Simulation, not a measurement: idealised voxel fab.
process module | voxel self aligned contacts
cross-section cut | 245 nm wide | cells 5 nm
A cross-section is a grid of square cells, given in bands from the top down. A band is one or more rows of cells.
Each band's line starts with the height of the band's top and of its bottom, in nm. Then come its materials from left to right, each with its width in nm. One material with "throughout" fills the band from edge to edge. "air" is empty space.
Height 0 is the level under which the wafer as received is all one material. The lowest band goes on downwards, as in "0 down".
A width such as "30 to 40" changes by the same amount from each row of cells to the next, from the band's top row to its bottom row.
"no change" after a step means that no cell of the cross-section changed.
closed voids: empty space of 8 cells or more with no open way to the top, each as width x height at its distance from the left edge, in nm
after a step's settings: what the simulator itself notes on the step
overlay nm, on a step with a mask: how far to the right of its planned place the mask lay; to the left if negative
plan
1 op RECEIVE | material Si
2 op OXIDIZE | depth nm 5
3 op DIRECTIONAL_DEP | material polySi | thk nm 30
4 op DIRECTIONAL_DEP | material SiN | thk nm 20
5 op DIRECTIONAL_DEP | material aC | thk nm 10
6 op PATTERN | tone cover | mask id GATE | material resist | width nm 35 | pitch nm 80 | thk nm 30 | overlay nm 0
7 op DIRECTIONAL_ETCH | etch materials aC | depth nm 10
8 op STRIP | etch materials resist
9 op DIRECTIONAL_ETCH | etch materials SiN | depth nm 20
10 op DIRECTIONAL_ETCH | etch materials polySi | depth nm 30
11 op STRIP | etch materials aC
12 op CONFORMAL_DEP | material SiN | thk nm 10
13 op DIRECTIONAL_ETCH | etch materials SiN | depth nm 10
14 op FILL_DEP | material SiO2 | thk nm 10
15 op CMP | height nm 55
16 op MASKED_ETCH | tone open | mask id CONTACT | width nm 55 | etch materials SiO2 | depth nm 60 | overlay nm 0
17 op CONFORMAL_DEP | material TiN | thk nm 5
18 op FILL_DEP | material Ru | thk nm 5
19 op CMP | height nm 55
20 op CONFORMAL_DEP | material SiN | thk nm 5
first wafer, as planned
as received, after step 1
  0 down: Si throughout
  closed voids: none
after step 2
  0 to -5: SiO2 throughout
  below -5: unchanged
after step 3
  30 to 0: polySi throughout
  below 0: unchanged
after step 4
  50 to 30: SiN throughout
  below 30: unchanged
after step 5
  60 to 50: aC throughout
  below 50: unchanged
after step 6
  90 to 60: air 65 | resist 35 | air 45 | resist 35 | air 65
  below 60: unchanged
after step 7
  80 to 60: air 65 | resist 35 | air 45 | resist 35 | air 65
  60 to 50: air 65 | aC 35 | air 45 | aC 35 | air 65
  below 50: unchanged
after step 8
  60 to 50: air 65 | aC 35 | air 45 | aC 35 | air 65
  below 50: unchanged
after step 9
  60 to 50: air 65 | aC 35 | air 45 | aC 35 | air 65
  50 to 30: air 65 | SiN 35 | air 45 | SiN 35 | air 65
  below 30: unchanged
after step 10
  60 to 50: air 65 | aC 35 | air 45 | aC 35 | air 65
  50 to 30: air 65 | SiN 35 | air 45 | SiN 35 | air 65
  30 to 0: air 65 | polySi 35 | air 45 | polySi 35 | air 65
  below 0: unchanged
after step 11
  50 to 30: air 65 | SiN 35 | air 45 | SiN 35 | air 65
  below 30: unchanged
after step 12
  60 to 30: air 55 | SiN 55 | air 25 | SiN 55 | air 55
  30 to 10: air 55 | SiN 10 | polySi 35 | SiN 10 | air 25 | SiN 10 | polySi 35 | SiN 10 | air 55
  10 to 0: SiN 65 | polySi 35 | SiN 45 | polySi 35 | SiN 65
  below 0: unchanged
after step 13
  50 to 30: air 55 | SiN 55 | air 25 | SiN 55 | air 55
  30 to 0: air 55 | SiN 10 | polySi 35 | SiN 10 | air 25 | SiN 10 | polySi 35 | SiN 10 | air 55
  below 0: unchanged
after step 14
  60 to 50: SiO2 throughout
  50 to 30: SiO2 55 | SiN 55 | SiO2 25 | SiN 55 | SiO2 55
  30 to 0: SiO2 55 | SiN 10 | polySi 35 | SiN 10 | SiO2 25 | SiN 10 | polySi 35 | SiN 10 | SiO2 55
  below 0: unchanged
after step 15
  55 to 50: SiO2 throughout
  below 50: unchanged
after step 16
  55 to 50: SiO2 95 | air 55 | SiO2 95
  50 to 30: SiO2 55 | SiN 55 | air 25 | SiN 55 | SiO2 55
  30 to 0: SiO2 55 | SiN 10 | polySi 35 | SiN 10 | air 25 | SiN 10 | polySi 35 | SiN 10 | SiO2 55
  0 to -5: SiO2 110 | air 25 | SiO2 110
  below -5: unchanged
after step 17
  60 to 55: TiN 100 | air 45 | TiN 100
  55 to 50: SiO2 95 | TiN 20 | air 15 | TiN 20 | SiO2 95
  50 to 30: SiO2 55 | SiN 55 | TiN 5 | air 15 | TiN 5 | SiN 55 | SiO2 55
  30 to 0: SiO2 55 | SiN 10 | polySi 35 | SiN 10 | TiN 5 | air 15 | TiN 5 | SiN 10 | polySi 35 | SiN 10 | SiO2 55
  0 to -5: SiO2 110 | TiN 25 | SiO2 110
  below -5: unchanged
after step 18
  65 to 60: Ru throughout
  60 to 55: TiN 100 | Ru 45 | TiN 100
  55 to 50: SiO2 95 | TiN 20 | Ru 15 | TiN 20 | SiO2 95
  50 to 30: SiO2 55 | SiN 55 | TiN 5 | Ru 15 | TiN 5 | SiN 55 | SiO2 55
  30 to 0: SiO2 55 | SiN 10 | polySi 35 | SiN 10 | TiN 5 | Ru 15 | TiN 5 | SiN 10 | polySi 35 | SiN 10 | SiO2 55
  below 0: unchanged
after step 19
  55 to 50: SiO2 95 | TiN 20 | Ru 15 | TiN 20 | SiO2 95
  below 50: unchanged
after step 20
  60 to 55: SiN throughout
  below 55: unchanged
second wafer: like start, like plan, one mistake. Through step 1 it matches the first wafer
when step 2 should have ended: no change
when step 3 should have ended
  30 to 0: polySi throughout
  below 0: unchanged
when step 4 should have ended
  50 to 30: SiN throughout
  below 30: unchanged
when step 5 should have ended
  60 to 50: aC throughout
  below 50: unchanged
when step 6 should have ended
  90 to 60: air 65 | resist 35 | air 45 | resist 35 | air 65
  below 60: unchanged
when step 7 should have ended
  80 to 60: air 65 | resist 35 | air 45 | resist 35 | air 65
  60 to 50: air 65 | aC 35 | air 45 | aC 35 | air 65
  below 50: unchanged
when step 8 should have ended
  60 to 50: air 65 | aC 35 | air 45 | aC 35 | air 65
  below 50: unchanged
when step 9 should have ended
  60 to 50: air 65 | aC 35 | air 45 | aC 35 | air 65
  50 to 30: air 65 | SiN 35 | air 45 | SiN 35 | air 65
  below 30: unchanged
when step 10 should have ended
  60 to 50: air 65 | aC 35 | air 45 | aC 35 | air 65
  50 to 30: air 65 | SiN 35 | air 45 | SiN 35 | air 65
  30 to 0: air 65 | polySi 35 | air 45 | polySi 35 | air 65
  below 0: unchanged
when step 11 should have ended
  50 to 30: air 65 | SiN 35 | air 45 | SiN 35 | air 65
  below 30: unchanged
when step 12 should have ended
  60 to 30: air 55 | SiN 55 | air 25 | SiN 55 | air 55
  30 to 10: air 55 | SiN 10 | polySi 35 | SiN 10 | air 25 | SiN 10 | polySi 35 | SiN 10 | air 55
  10 to 0: SiN 65 | polySi 35 | SiN 45 | polySi 35 | SiN 65
  below 0: unchanged
when step 13 should have ended
  50 to 30: air 55 | SiN 55 | air 25 | SiN 55 | air 55
  30 to 0: air 55 | SiN 10 | polySi 35 | SiN 10 | air 25 | SiN 10 | polySi 35 | SiN 10 | air 55
  below 0: unchanged
when step 14 should have ended
  60 to 50: SiO2 throughout
  50 to 30: SiO2 55 | SiN 55 | SiO2 25 | SiN 55 | SiO2 55
  30 to 0: SiO2 55 | SiN 10 | polySi 35 | SiN 10 | SiO2 25 | SiN 10 | polySi 35 | SiN 10 | SiO2 55
  below 0: unchanged
when step 15 should have ended
  55 to 50: SiO2 throughout
  below 50: unchanged
when step 16 should have ended
  55 to 50: SiO2 95 | air 55 | SiO2 95
  50 to 30: SiO2 55 | SiN 55 | air 25 | SiN 55 | SiO2 55
  30 to 0: SiO2 55 | SiN 10 | polySi 35 | SiN 10 | air 25 | SiN 10 | polySi 35 | SiN 10 | SiO2 55
  below 0: unchanged
when step 17 should have ended
  60 to 55: TiN 100 | air 45 | TiN 100
  55 to 50: SiO2 95 | TiN 20 | air 15 | TiN 20 | SiO2 95
  50 to 30: SiO2 55 | SiN 55 | TiN 5 | air 15 | TiN 5 | SiN 55 | SiO2 55
  30 to 5: SiO2 55 | SiN 10 | polySi 35 | SiN 10 | TiN 5 | air 15 | TiN 5 | SiN 10 | polySi 35 | SiN 10 | SiO2 55
  5 to 0: SiO2 55 | SiN 10 | polySi 35 | SiN 10 | TiN 25 | SiN 10 | polySi 35 | SiN 10 | SiO2 55
  below 0: unchanged
when step 18 should have ended
  65 to 60: Ru throughout
  60 to 55: TiN 100 | Ru 45 | TiN 100
  55 to 50: SiO2 95 | TiN 20 | Ru 15 | TiN 20 | SiO2 95
  50 to 30: SiO2 55 | SiN 55 | TiN 5 | Ru 15 | TiN 5 | SiN 55 | SiO2 55
  30 to 5: SiO2 55 | SiN 10 | polySi 35 | SiN 10 | TiN 5 | Ru 15 | TiN 5 | SiN 10 | polySi 35 | SiN 10 | SiO2 55
  below 5: unchanged
when step 19 should have ended
  55 to 50: SiO2 95 | TiN 20 | Ru 15 | TiN 20 | SiO2 95
  below 50: unchanged
when step 20 should have ended
  60 to 55: SiN throughout
  below 55: unchanged
what went wrong: step 2 was left out
at the end the second wafer has, in cells: 3 fewer of Ru | 49 more of Si | 44 fewer of SiO2 | 2 fewer of TiN
